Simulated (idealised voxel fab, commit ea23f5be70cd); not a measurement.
Process module in this document: voxel wiring stack
Cross-section cut: width 205 nm, square cells of 5 nm.
We lay out every cross-section as a grid of square cells and spell it out in bands from the top down, where one band means one or more rows of cells.
Basically the band line says how high the top is and how high the bottom is, in nm, and then what's in it from left to right, every material with its width in nm. Empty space shows up as "empty", and if a single material carries "throughout" it runs the full band edge to edge.
Height is counted from the level 0, under which the received wafer is composed throughout of one material. The lowest of the bands is not closed at the bottom but continues downward, in the notation "0 and below".
The two numbers in a width such as "30 to 40" mark its ends across the band: the first belongs to the top row of cells, the second to the bottom row, and from each row to the next the width moves by the same amount.
You'll sometimes find "nothing different" written for a step, and that's the way of saying that nowhere in the cross-section did a cell change during that step.
"Cavities, sealed": sealed empty spaces, 8 cells or more, no open way to top, listed width x height at distance, with distance from the left edge and width, height and distance in nm.
Past the settings on a step's line: simulator remark, on that step.
On any step carrying a mask, the "overlay nm" setting, if present on the step's line, tells how far right of its planned place the mask lay; negative values point to the left.

# List of planned process steps
1 RECEIVE, material Si
2 CONFORMAL_DEP, material SiO2, thk nm 10
3 DIRECTIONAL_DEP, material TiN, thk nm 5
4 DIRECTIONAL_DEP, material Ru, thk nm 15
5 MASKED_ETCH, tone cover, mask id METAL_1, width nm 25, pitch nm 45, etch materials Ru, depth nm 15, overlay nm 0
6 MASKED_ETCH, tone cover, mask id METAL_1, width nm 25, pitch nm 45, etch materials TiN, depth nm 5, overlay nm 0
7 FILL_DEP, material lowk, thk nm 5
8 CMP, height nm 30
9 CONFORMAL_DEP, material SiCN, thk nm 5
10 DIRECTIONAL_DEP, material lowk, thk nm 35
11 DIRECTIONAL_DEP, material aC, thk nm 15
12 PATTERN, tone open, mask id METAL_2_HOLES, material resist, width nm 15, pitch nm 45, thk nm 30, overlay nm 0
13 DIRECTIONAL_ETCH, etch materials aC, depth nm 15
14 STRIP, etch materials resist
15 DIRECTIONAL_ETCH, etch materials lowk, depth nm 35
16 STRIP, etch materials aC
17 PATTERN, tone open, mask id METAL_2, material resist, width nm 25, pitch nm 45, thk nm 20, overlay nm 0
18 DIRECTIONAL_ETCH, etch materials lowk, depth nm 20
19 DIRECTIONAL_ETCH, etch materials SiCN, depth nm 5
20 STRIP, etch materials resist
21 CONFORMAL_DEP, material TiN, thk nm 5
22 FILL_DEP, material Cu, thk nm 5
23 CMP, height nm 70
24 CONFORMAL_DEP, material SiCN, thk nm 5
25 DIRECTIONAL_DEP, material lowk, thk nm 20
26 PATTERN, tone open, mask id PLUG_2, material resist, width nm 15, pitch nm 90, thk nm 15, overlay nm 0
27 DIRECTIONAL_ETCH, etch materials lowk, depth nm 20
28 DIRECTIONAL_ETCH, etch materials SiCN, depth nm 5
29 STRIP, etch materials resist
30 CONFORMAL_DEP, material TiN, thk nm 5
31 FILL_DEP, material W, thk nm 10
32 CMP, height nm 95
33 DIRECTIONAL_DEP, material TiN, thk nm 5
34 DIRECTIONAL_DEP, material W, thk nm 15
35 MASKED_ETCH, tone cover, mask id METAL_3, width nm 25, pitch nm 45, etch materials W, depth nm 15, overlay nm 0
36 MASKED_ETCH, tone cover, mask id METAL_3, width nm 25, pitch nm 45, etch materials TiN, depth nm 5, overlay nm 0
37 CONFORMAL_DEP, material SiN, thk nm 5
38 FILL_DEP, material SiO2, thk nm 5
39 CMP, height nm 115
40 CONFORMAL_DEP, material SiCN, thk nm 5

# Below: the first of two wafers, run as planned

# This is the cross-section of the wafer as we received it, i.e. after step 1
0 and below = Si throughout
Cavities, sealed: none

# Cross-section of the wafer after step 2
10 down to 0 = SiO2 throughout
Heights below 0 show no change.

# Cross-section of the wafer after step 3
15 down to 10 = TiN throughout
Heights below 10 show no change.

# Cross-section of the wafer after step 4
30 down to 15 = Ru throughout
Heights below 15 show no change.

# Cross-section of the wafer after step 5
30 down to 15 = empty: 20  Ru: 25  empty: 20  Ru: 25  empty: 20  Ru: 25  empty: 20  Ru: 25  empty: 25
Heights below 15 show no change.

# Cross-section of the wafer after step 6
30 down to 15 = empty: 20  Ru: 25  empty: 20  Ru: 25  empty: 20  Ru: 25  empty: 20  Ru: 25  empty: 25
15 down to 10 = empty: 20  TiN: 25  empty: 20  TiN: 25  empty: 20  TiN: 25  empty: 20  TiN: 25  empty: 25
Heights below 10 show no change.

# Cross-section of the wafer after step 7
35 down to 30 = lowk throughout
30 down to 15 = lowk: 20  Ru: 25  lowk: 20  Ru: 25  lowk: 20  Ru: 25  lowk: 20  Ru: 25  lowk: 25
15 down to 10 = lowk: 20  TiN: 25  lowk: 20  TiN: 25  lowk: 20  TiN: 25  lowk: 20  TiN: 25  lowk: 25
Heights below 10 show no change.

# Cross-section of the wafer after step 8
30 down to 15 = lowk: 20  Ru: 25  lowk: 20  Ru: 25  lowk: 20  Ru: 25  lowk: 20  Ru: 25  lowk: 25
Heights below 15 show no change.

# Cross-section of the wafer after step 9
35 down to 30 = SiCN throughout
Heights below 30 show no change.

# Cross-section of the wafer after step 10
70 down to 35 = lowk throughout
Heights below 35 show no change.

# Cross-section of the wafer after step 11
85 down to 70 = aC throughout
Heights below 70 show no change.

# Cross-section of the wafer after step 12
115 down to 85 = resist: 20  empty: 15  resist: 30  empty: 15  resist: 30  empty: 15  resist: 30  empty: 15  resist: 35
Heights below 85 show no change.

# Cross-section of the wafer after step 13
100 down to 85 = resist: 20  empty: 15  resist: 30  empty: 15  resist: 30  empty: 15  resist: 30  empty: 15  resist: 35
85 down to 70 = aC: 20  empty: 15  aC: 30  empty: 15  aC: 30  empty: 15  aC: 30  empty: 15  aC: 35
Heights below 70 show no change.

# Cross-section of the wafer after step 14
85 down to 70 = aC: 20  empty: 15  aC: 30  empty: 15  aC: 30  empty: 15  aC: 30  empty: 15  aC: 35
Heights below 70 show no change.

# Cross-section of the wafer after step 15
85 down to 70 = aC: 20  empty: 15  aC: 30  empty: 15  aC: 30  empty: 15  aC: 30  empty: 15  aC: 35
70 down to 35 = lowk: 20  empty: 15  lowk: 30  empty: 15  lowk: 30  empty: 15  lowk: 30  empty: 15  lowk: 35
Heights below 35 show no change.

# Cross-section of the wafer after step 16
70 down to 35 = lowk: 20  empty: 15  lowk: 30  empty: 15  lowk: 30  empty: 15  lowk: 30  empty: 15  lowk: 35
Heights below 35 show no change.

# Cross-section of the wafer after step 17
90 down to 70 = resist: 20  empty: 25  resist: 20  empty: 25  resist: 20  empty: 25  resist: 20  empty: 25  resist: 25
Heights below 70 show no change.

# Cross-section of the wafer after step 18
90 down to 70 = resist: 20  empty: 25  resist: 20  empty: 25  resist: 20  empty: 25  resist: 20  empty: 25  resist: 25
70 down to 50 = lowk: 20  empty: 25  lowk: 20  empty: 25  lowk: 20  empty: 25  lowk: 20  empty: 25  lowk: 25
Heights below 50 show no change.

# Cross-section of the wafer after step 19
90 down to 70 = resist: 20  empty: 25  resist: 20  empty: 25  resist: 20  empty: 25  resist: 20  empty: 25  resist: 25
70 down to 50 = lowk: 20  empty: 25  lowk: 20  empty: 25  lowk: 20  empty: 25  lowk: 20  empty: 25  lowk: 25
50 down to 35 = lowk: 20  empty: 15  lowk: 30  empty: 15  lowk: 30  empty: 15  lowk: 30  empty: 15  lowk: 35
35 down to 30 = SiCN: 20  empty: 15  SiCN: 30  empty: 15  SiCN: 30  empty: 15  SiCN: 30  empty: 15  SiCN: 35
Heights below 30 show no change.

# Cross-section of the wafer after step 20
70 down to 50 = lowk: 20  empty: 25  lowk: 20  empty: 25  lowk: 20  empty: 25  lowk: 20  empty: 25  lowk: 25
Heights below 50 show no change.

# Cross-section of the wafer after step 21
75 down to 70 = TiN: 25  empty: 15  TiN: 30  empty: 15  TiN: 30  empty: 15  TiN: 30  empty: 15  TiN: 30
70 down to 55 = lowk: 20  TiN: 5  empty: 15  TiN: 5  lowk: 20  TiN: 5  empty: 15  TiN: 5  lowk: 20  TiN: 5  empty: 15  TiN: 5  lowk: 20  TiN: 5  empty: 15  TiN: 5  lowk: 25
55 down to 50 = lowk: 20  TiN: 5  empty: 5  TiN: 15  lowk: 20  TiN: 5  empty: 5  TiN: 15  lowk: 20  TiN: 5  empty: 5  TiN: 15  lowk: 20  TiN: 5  empty: 5  TiN: 15  lowk: 25
50 down to 35 = lowk: 20  TiN: 5  empty: 5  TiN: 5  lowk: 30  TiN: 5  empty: 5  TiN: 5  lowk: 30  TiN: 5  empty: 5  TiN: 5  lowk: 30  TiN: 5  empty: 5  TiN: 5  lowk: 35
35 down to 30 = SiCN: 20  TiN: 15  SiCN: 30  TiN: 15  SiCN: 30  TiN: 15  SiCN: 30  TiN: 15  SiCN: 35
Heights below 30 show no change.

# Cross-section of the wafer after step 22
80 down to 75 = Cu throughout
75 down to 70 = TiN: 25  Cu: 15  TiN: 30  Cu: 15  TiN: 30  Cu: 15  TiN: 30  Cu: 15  TiN: 30
70 down to 55 = lowk: 20  TiN: 5  Cu: 15  TiN: 5  lowk: 20  TiN: 5  Cu: 15  TiN: 5  lowk: 20  TiN: 5  Cu: 15  TiN: 5  lowk: 20  TiN: 5  Cu: 15  TiN: 5  lowk: 25
55 down to 50 = lowk: 20  TiN: 5  Cu: 5  TiN: 15  lowk: 20  TiN: 5  Cu: 5  TiN: 15  lowk: 20  TiN: 5  Cu: 5  TiN: 15  lowk: 20  TiN: 5  Cu: 5  TiN: 15  lowk: 25
50 down to 35 = lowk: 20  TiN: 5  Cu: 5  TiN: 5  lowk: 30  TiN: 5  Cu: 5  TiN: 5  lowk: 30  TiN: 5  Cu: 5  TiN: 5  lowk: 30  TiN: 5  Cu: 5  TiN: 5  lowk: 35
Heights below 35 show no change.

# Cross-section of the wafer after step 23
70 down to 55 = lowk: 20  TiN: 5  Cu: 15  TiN: 5  lowk: 20  TiN: 5  Cu: 15  TiN: 5  lowk: 20  TiN: 5  Cu: 15  TiN: 5  lowk: 20  TiN: 5  Cu: 15  TiN: 5  lowk: 25
Heights below 55 show no change.

# Cross-section of the wafer after step 24
75 down to 70 = SiCN throughout
Heights below 70 show no change.

# Cross-section of the wafer after step 25
95 down to 75 = lowk throughout
Heights below 75 show no change.

# Cross-section of the wafer after step 26
110 down to 95 = resist: 20  empty: 15  resist: 75  empty: 15  resist: 80
Heights below 95 show no change.

# Cross-section of the wafer after step 27
110 down to 95 = resist: 20  empty: 15  resist: 75  empty: 15  resist: 80
95 down to 75 = lowk: 20  empty: 15  lowk: 75  empty: 15  lowk: 80
Heights below 75 show no change.

# Cross-section of the wafer after step 28
110 down to 95 = resist: 20  empty: 15  resist: 75  empty: 15  resist: 80
95 down to 75 = lowk: 20  empty: 15  lowk: 75  empty: 15  lowk: 80
75 down to 70 = SiCN: 20  empty: 15  SiCN: 75  empty: 15  SiCN: 80
Heights below 70 show no change.

# Cross-section of the wafer after step 29
95 down to 75 = lowk: 20  empty: 15  lowk: 75  empty: 15  lowk: 80
Heights below 75 show no change.

# Cross-section of the wafer after step 30
100 down to 95 = TiN: 25  empty: 5  TiN: 85  empty: 5  TiN: 85
95 down to 75 = lowk: 20  TiN: 5  empty: 5  TiN: 5  lowk: 75  TiN: 5  empty: 5  TiN: 5  lowk: 80
75 down to 70 = SiCN: 20  TiN: 15  SiCN: 75  TiN: 15  SiCN: 80
Heights below 70 show no change.

# Cross-section of the wafer after step 31
110 down to 100 = W throughout
100 down to 95 = TiN: 25  W: 5  TiN: 85  W: 5  TiN: 85
95 down to 75 = lowk: 20  TiN: 5  W: 5  TiN: 5  lowk: 75  TiN: 5  W: 5  TiN: 5  lowk: 80
Heights below 75 show no change.

# Cross-section of the wafer after step 32
95 down to 75 = lowk: 20  TiN: 5  W: 5  TiN: 5  lowk: 75  TiN: 5  W: 5  TiN: 5  lowk: 80
Heights below 75 show no change.

# Cross-section of the wafer after step 33
100 down to 95 = TiN throughout
Heights below 95 show no change.

# Cross-section of the wafer after step 34
115 down to 100 = W throughout
Heights below 100 show no change.

# Cross-section of the wafer after step 35
115 down to 100 = empty: 20  W: 25  empty: 20  W: 25  empty: 20  W: 25  empty: 20  W: 25  empty: 25
Heights below 100 show no change.

# Cross-section of the wafer after step 36
115 down to 100 = empty: 20  W: 25  empty: 20  W: 25  empty: 20  W: 25  empty: 20  W: 25  empty: 25
100 down to 95 = empty: 20  TiN: 25  empty: 20  TiN: 25  empty: 20  TiN: 25  empty: 20  TiN: 25  empty: 25
Heights below 95 show no change.

# Cross-section of the wafer after step 37
120 down to 115 = empty: 15  SiN: 35  empty: 10  SiN: 35  empty: 10  SiN: 35  empty: 10  SiN: 35  empty: 20
115 down to 100 = empty: 15  SiN: 5  W: 25  SiN: 5  empty: 10  SiN: 5  W: 25  SiN: 5  empty: 10  SiN: 5  W: 25  SiN: 5  empty: 10  SiN: 5  W: 25  SiN: 5  empty: 20
100 down to 95 = SiN: 20  TiN: 25  SiN: 20  TiN: 25  SiN: 20  TiN: 25  SiN: 20  TiN: 25  SiN: 25
Heights below 95 show no change.

# Cross-section of the wafer after step 38
125 down to 120 = SiO2 throughout
120 down to 115 = SiO2: 15  SiN: 35  SiO2: 10  SiN: 35  SiO2: 10  SiN: 35  SiO2: 10  SiN: 35  SiO2: 20
115 down to 100 = SiO2: 15  SiN: 5  W: 25  SiN: 5  SiO2: 10  SiN: 5  W: 25  SiN: 5  SiO2: 10  SiN: 5  W: 25  SiN: 5  SiO2: 10  SiN: 5  W: 25  SiN: 5  SiO2: 20
Heights below 100 show no change.

# Cross-section of the wafer after step 39
115 down to 100 = SiO2: 15  SiN: 5  W: 25  SiN: 5  SiO2: 10  SiN: 5  W: 25  SiN: 5  SiO2: 10  SiN: 5  W: 25  SiN: 5  SiO2: 10  SiN: 5  W: 25  SiN: 5  SiO2: 20
Heights below 100 show no change.

# Cross-section of the wafer after step 40
120 down to 115 = SiCN throughout
Heights below 115 show no change.

# The remaining wafer, second of the two, started like the first and was run to the same plan, except that one mistake was made along the way; the two coincide through step 34, inclusive

# Second wafer, cut view, end of step 35 per plan
115 down to 100 = empty: 25  W: 15  empty: 30  W: 15  empty: 30  W: 15  empty: 30  W: 15  empty: 30
Heights below 100 show no change.

# Second wafer, cut view, end of step 36 per plan
115 down to 100 = empty: 25  W: 15  empty: 30  W: 15  empty: 30  W: 15  empty: 30  W: 15  empty: 30
100 down to 95 = empty: 20  TiN: 25  empty: 20  TiN: 25  empty: 20  TiN: 25  empty: 20  TiN: 25  empty: 25
Heights below 95 show no change.

# Second wafer, cut view, end of step 37 per plan
120 down to 115 = empty: 20  SiN: 25  empty: 20  SiN: 25  empty: 20  SiN: 25  empty: 20  SiN: 25  empty: 25
115 down to 105 = empty: 20  SiN: 5  W: 15  SiN: 5  empty: 20  SiN: 5  W: 15  SiN: 5  empty: 20  SiN: 5  W: 15  SiN: 5  empty: 20  SiN: 5  W: 15  SiN: 5  empty: 25
105 down to 100 = empty: 15  SiN: 10  W: 15  SiN: 10  empty: 10  SiN: 10  W: 15  SiN: 10  empty: 10  SiN: 10  W: 15  SiN: 10  empty: 10  SiN: 10  W: 15  SiN: 10  empty: 20
100 down to 95 = SiN: 20  TiN: 25  SiN: 20  TiN: 25  SiN: 20  TiN: 25  SiN: 20  TiN: 25  SiN: 25
Heights below 95 show no change.

# Second wafer, cut view, end of step 38 per plan
125 down to 120 = SiO2 throughout
120 down to 115 = SiO2: 20  SiN: 25  SiO2: 20  SiN: 25  SiO2: 20  SiN: 25  SiO2: 20  SiN: 25  SiO2: 25
115 down to 105 = SiO2: 20  SiN: 5  W: 15  SiN: 5  SiO2: 20  SiN: 5  W: 15  SiN: 5  SiO2: 20  SiN: 5  W: 15  SiN: 5  SiO2: 20  SiN: 5  W: 15  SiN: 5  SiO2: 25
105 down to 100 = SiO2: 15  SiN: 10  W: 15  SiN: 10  SiO2: 10  SiN: 10  W: 15  SiN: 10  SiO2: 10  SiN: 10  W: 15  SiN: 10  SiO2: 10  SiN: 10  W: 15  SiN: 10  SiO2: 20
Heights below 100 show no change.

# Second wafer, cut view, end of step 39 per plan
115 down to 105 = SiO2: 20  SiN: 5  W: 15  SiN: 5  SiO2: 20  SiN: 5  W: 15  SiN: 5  SiO2: 20  SiN: 5  W: 15  SiN: 5  SiO2: 20  SiN: 5  W: 15  SiN: 5  SiO2: 25
Heights below 105 show no change.

# Second wafer, cut view, end of step 40 per plan
120 down to 115 = SiCN throughout
Heights below 115 show no change.
Want to know what went wrong? in deviation from the planned setting, step 35 was conducted as MASKED_ETCH, tone cover, mask id METAL_3, width nm 15, pitch nm 45, etch materials W, depth nm 15, overlay nm 0
at the end the second wafer has, in cells: 8 more of SiN, 16 more of SiO2, 24 fewer of W
